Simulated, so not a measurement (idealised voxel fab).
process module | voxel gate over fins
Cross-section cut: width 215 nm, square cells of 5 nm.
Format of a cross-section: grid, square cells. Given as bands. Order: top down. Band: one or more rows of cells. Band entry format. Leading values: height of top, height of bottom, nm. Remainder: materials in left-to-right order, each with its width in nm. Special words: "all across" on a single material, which then fills the band edge to edge; "air", empty space. Zero point of the height axis is 0; under it, received wafer = one material. Lowest band: continues down indefinitely, "z 0 and below". Read "30 to 40" as a graded width: first number on top, second number at the bottom, same change between each pair of neighbouring rows. For the purposes of this document, the phrase "no alteration" attached to a step denotes that no cell within the cross-section was modified by that step. In "Closed void listing" the enclosed voids are listed, meaning empty spaces of 8 cells or larger without any opening to the top. The form is width x height at distance, distance from the left edge, units nm. Note: text after step settings on the step line = simulator remark on that step. Each step line may optionally specify "overlay nm", which for a step with a mask gives the rightward distance between the mask's planned place and where it lay, a negative value indicating the leftward direction.

Planned process steps
| 1 | RECEIVE with material Si |
| 2 | CONFORMAL_DEP with material SiN, thk nm 5 |
| 3 | MASKED_ETCH with tone cover, mask id FINS, width nm 15, pitch nm 60, etch materials SiN, depth nm 5, overlay nm 0 |
| 4 | MASKED_ETCH with tone cover, mask id FINS, width nm 15, pitch nm 60, etch materials Si, depth nm 30, overlay nm 0 |
| 5 | FILL_DEP with material SiO2, thk nm 5 |
| 6 | CMP with height nm 5 |
| 7 | MASKED_ETCH with tone open, mask id RAIL, width nm 15, etch materials SiO2, depth nm 30, overlay nm 0 |
| 8 | CONFORMAL_DEP with material TiN, thk nm 5 |
| 9 | FILL_DEP with material W, thk nm 5 |
| 10 | CMP with height nm 5 |
| 11 | SELECTIVE_ETCH with etch materials W Ru TiN, depth nm 25 |
| 12 | FILL_DEP with material SiO2, thk nm 5 |
| 13 | CMP with height nm 5 |
| 14 | SELECTIVE_ETCH with etch materials SiO2, depth nm 15 |
| 15 | STRIP with etch materials SiN |
| 16 | CONFORMAL_DEP with material HfO2, thk nm 5 |
| 17 | CONFORMAL_DEP with material TiN, thk nm 5 |
| 18 | CONFORMAL_DEP with material TiAl, thk nm 5 |
| 19 | CONFORMAL_DEP with material TiN, thk nm 5 |
| 20 | FILL_DEP with material W, thk nm 10 |
| 21 | CMP with height nm 25 |
| 22 | CONFORMAL_DEP with material SiN, thk nm 5 |

Incoming wafer, cross-sectional view, post step 1
- z 0 and below: Si all across
- Closed void listing: none

First of two wafers: cross-section at end of module, run per plan
- z 30 to 25: SiN all across
- z 25 to 20: W all across
- z 20 to 15: W 50  TiN 55  W 5  TiN 55  W 50
- z 15 to 10: W 50  TiN 5  TiAl 45  TiN 5  W 5  TiN 5  TiAl 45  TiN 5  W 50
- z 10 to 5: TiN 55  TiAl 5  TiN 35  TiAl 5  TiN 15  TiAl 5  TiN 35  TiAl 5  TiN 55
- z 5 to 0: TiAl 60  TiN 5  HfO2 25  TiN 5  TiAl 25  TiN 5  HfO2 25  TiN 5  TiAl 60
- z 0 to -5: TiN 65  HfO2 5  Si 15  HfO2 5  TiN 35  HfO2 5  Si 15  HfO2 5  TiN 65
- z -5 to -10: HfO2 70  Si 15  HfO2 45  Si 15  HfO2 70
- z -10 to -20: SiO2 70  Si 15  SiO2 45  Si 15  SiO2 70
- z -20 to -25: SiO2 70  Si 15  SiO2 15  TiN 15  SiO2 15  Si 15  SiO2 70
- z -25 to -30: SiO2 70  Si 15  SiO2 45  Si 15  SiO2 70
- z -30 and below: Si all across
- Closed void listing: none

Cross-section of the latter of the two wafers at module completion. It had an identical start and an identical plan to the former; in running it, one mistake was made
- z 30 to 25: SiN all across
- z 25 to 20: W all across
- z 20 to 15: W 50  TiN 55  W 5  TiN 55  W 50
- z 15 to 10: W 50  TiN 5  TiAl 45  TiN 5  W 5  TiN 5  TiAl 45  TiN 5  W 50
- z 10 to 5: TiN 55  TiAl 5  TiN 35  TiAl 5  TiN 15  TiAl 5  TiN 35  TiAl 5  TiN 55
- z 5 to 0: TiAl 60  TiN 5  HfO2 25  TiN 5  TiAl 25  TiN 5  HfO2 25  TiN 5  TiAl 60
- z 0 to -5: TiN 65  HfO2 5  Si 15  HfO2 5  TiN 35  HfO2 5  Si 15  HfO2 5  TiN 65
- z -5 to -10: HfO2 70  Si 15  HfO2 45  Si 15  HfO2 70
- z -10 to -20: SiO2 70  Si 15  SiO2 45  Si 15  SiO2 70
- z -20 to -25: TiN 70  Si 15  TiN 15  SiO2 15  TiN 15  Si 15  TiN 70
- z -25 to -30: SiO2 70  Si 15  SiO2 45  Si 15  SiO2 70
- z -30 and below: Si all across
- Closed void listing: none
What was done differently from what was planned? off-plan run, step 7, actual operation and settings MASKED_ETCH with tone cover, mask id RAIL, width nm 15, etch materials SiO2, depth nm 30, overlay nm 0
FYI, end of process, the second wafer has more or fewer cells of some materials than the first: 31 fewer of SiO2; 31 more of TiN
